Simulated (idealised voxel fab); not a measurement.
The process module that follows is named voxel released beams.
We display cut, a cross-section 290 nm in width whose square cells are each 5 nm.
Cross-section spec: square-cell grid; bands listed top down; each band is one or more rows. First you get the band's top height and its bottom height, in nm, and then the materials it's made of, left to right, with each width in nm. If you see a single material with "edge to edge", that one covers the band edge to edge. "air" is empty space. Measure heights from 0. That's the level where, below it, the as-received wafer is all one material. The lowest band is bottomless and extends downward; write it as in "0..down". Graded width ("30 to 40"): value in top row of band = first number; value in bottom row = second number; row-to-row change constant. When a step is marked "remains unaltered", none of the cells in the cross-section changed during that step. "Enclosed void listing": sealed empty spaces, 8 cells or more, no open way to top, listed width x height at distance, with distance from the left edge and width, height and distance in nm. Read whatever lies past the settings on a step's line as the simulator's own remark about the step. Each step line may optionally specify "overlay nm", which for a step with a mask gives the rightward distance between the mask's planned place and where it lay, a negative value indicating the leftward direction.

-- This section lists the process steps that were planned
1 RECEIVE, material Si
2 CONFORMAL_DEP, material SiN, thk nm 10
3 DIRECTIONAL_DEP, material SiO2, thk nm 10
4 MASKED_ETCH, tone open, mask id ANCHOR, width nm 40, etch materials SiO2, depth nm 10, overlay nm 0
5 CONFORMAL_DEP, material TiN, thk nm 15
6 DIRECTIONAL_DEP, material aC, thk nm 15
7 PATTERN, tone cover, mask id BEAM, material resist, width nm 100, thk nm 35, overlay nm 0
8 DIRECTIONAL_ETCH, etch materials aC, depth nm 15
9 STRIP, etch materials resist
10 DIRECTIONAL_ETCH, etch materials TiN, depth nm 15
11 STRIP, etch materials aC
12 STRIP, etch materials SiO2

-- as received, after step 1
- 0..down  Si edge to edge
- Enclosed void listing: none

-- Cross-section taken at module completion on the first of two wafers; processed per the plan
- 35..25  air=90 | TiN=20 | air=10 | TiN=70 | air=100
- 25..20  air=90 | TiN=100 | air=100
- 20..10  air=95 | TiN=40 | air=155
- 10..0  SiN edge to edge
- 0..down  Si edge to edge
- Enclosed void listing: none

-- Second wafer of the two, sectioned at the end of the module. It began like the first and followed the same plan, but one mistake was made while running it
- 35..25  air=90 | TiN=60 | air=140
- 25..20  air=90 | TiN=100 | air=100
- 20..10  air=80 | TiN=15 | SiO2=40 | TiN=55 | air=100
- 10..0  SiN edge to edge
- 0..down  Si edge to edge
- Enclosed void listing: none
Error vs. plan: in deviation from the planned setting, step 4 was conducted as MASKED_ETCH, tone cover, mask id ANCHOR, width nm 40, etch materials SiO2, depth nm 10, overlay nm 0
Per the end-of-run cell counts, the second wafer holds more or fewer of some materials than the first: +16 SiO2
